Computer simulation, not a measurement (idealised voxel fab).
You're looking at the process module voxel self aligned contacts.
Section cut is 170 nm wide and gridded with 5 nm square cells.
Throughout this document, each cross-section is represented as a grid of square cells and is presented as a sequence of bands enumerated from the top downward, where a band comprises one or more rows of cells.
Quick guide to a band line: top height, bottom height (nm) up front; then every material left to right with its width in nm. Only one material and it's marked "everywhere"? Then it fills the band edge to edge. And "blank" just means empty space.
Below 0: as-received wafer, all one material; heights counted from there. Lowest band: no bottom, goes on down, written "0 nm and below".
Note: "30 to 40" means the width goes from the first number (top row of the band) to the second number (bottom row) in equal steps per row of cells.
"same as before" (step): cross-section cells unchanged, all of them.
In the "closed voids" entry, you get each enclosed empty space of 8 cells or more, one with no open way to the top, written width x height at distance, distance from the left edge, in nm.
That trailing text on a step's line, after the settings, is the simulator's own remark on the step.
If you see "overlay nm" on a step's line and that step has a mask, it's telling you how far right of where it was planned the mask ended up; a negative number means it went left instead.

### Process steps foreseen in the plan
- 1: RECEIVE [material Si]
- 2: OXIDIZE [depth nm 5]
- 3: DIRECTIONAL_DEP [material polySi] [thk nm 20]
- 4: DIRECTIONAL_DEP [material SiN] [thk nm 25]
- 5: DIRECTIONAL_DEP [material aC] [thk nm 15]
- 6: PATTERN [tone cover] [mask id GATE] [material resist] [width nm 35] [pitch nm 70] [thk nm 30] [overlay nm 0]
- 7: DIRECTIONAL_ETCH [etch materials aC] [depth nm 15]
- 8: STRIP [etch materials resist]
- 9: DIRECTIONAL_ETCH [etch materials SiN] [depth nm 25]
- 10: DIRECTIONAL_ETCH [etch materials polySi] [depth nm 20]
- 11: STRIP [etch materials aC]
- 12: CONFORMAL_DEP [material SiN] [thk nm 10]
- 13: DIRECTIONAL_ETCH [etch materials SiN] [depth nm 10]
- 14: FILL_DEP [material SiO2] [thk nm 15]
- 15: CMP [height nm 50]
- 16: PATTERN [tone open] [mask id CONTACT] [material resist] [width nm 55] [thk nm 20] [overlay nm 0]
- 17: DIRECTIONAL_ETCH [etch materials SiO2] [depth nm 55]
- 18: STRIP [etch materials resist]
- 19: CONFORMAL_DEP [material TiN] [thk nm 5]
- 20: FILL_DEP [material Ru] [thk nm 5]
- 21: CMP [height nm 50]
- 22: CONFORMAL_DEP [material SiCN] [thk nm 5]

### Cross-section of the incoming wafer, state after step 1
> 0 nm and below: Si everywhere
> closed voids: none

### Here's the cross-section of the first of our two wafers at the end of the module - it ran as planned
> 55 nm to 50 nm: SiCN everywhere
> 50 nm to 45 nm: SiO2: 55; TiN: 25; Ru: 5; TiN: 25; SiO2: 60
> 45 nm to 20 nm: SiO2: 20; SiN: 55; TiN: 5; Ru: 5; TiN: 5; SiN: 55; SiO2: 25
> 20 nm to 0 nm: SiO2: 20; SiN: 10; polySi: 35; SiN: 10; TiN: 5; Ru: 5; TiN: 5; SiN: 10; polySi: 35; SiN: 10; SiO2: 25
> 0 nm to -5 nm: SiO2: 75; TiN: 15; SiO2: 80
> -5 nm and below: Si everywhere
> closed voids: none

### Cross-sectional view: second of two wafers, end of module; start and plan identical to the first, one mistake in running
> 55 nm to 50 nm: SiCN everywhere
> 50 nm to 45 nm: SiO2: 55; TiN: 25; Ru: 5; TiN: 25; SiO2: 60
> 45 nm to 20 nm: SiO2: 20; SiN: 55; TiN: 5; Ru: 5; TiN: 5; SiN: 55; SiO2: 25
> 20 nm to 15 nm: SiO2: 20; SiN: 10; polySi: 35; SiN: 10; TiN: 5; Ru: 5; TiN: 5; SiN: 10; polySi: 35; SiN: 10; SiO2: 25
> 15 nm to 10 nm: SiO2: 20; SiN: 10; polySi: 35; SiN: 10; TiN: 15; SiN: 10; polySi: 35; SiN: 10; SiO2: 25
> 10 nm to 0 nm: SiN: 30; polySi: 35; SiN: 35; polySi: 35; SiN: 35
> 0 nm to -5 nm: SiO2 everywhere
> -5 nm and below: Si everywhere
> closed voids: none
Error vs. plan: it was found that steps 12 and 13 of the process plan had been performed in exchanged positions
Bottom line after processing is that, in cells, the second wafer is up or down on some materials versus the first: 3 fewer of Ru, 24 more of SiN, 15 fewer of SiO2, 6 fewer of TiN
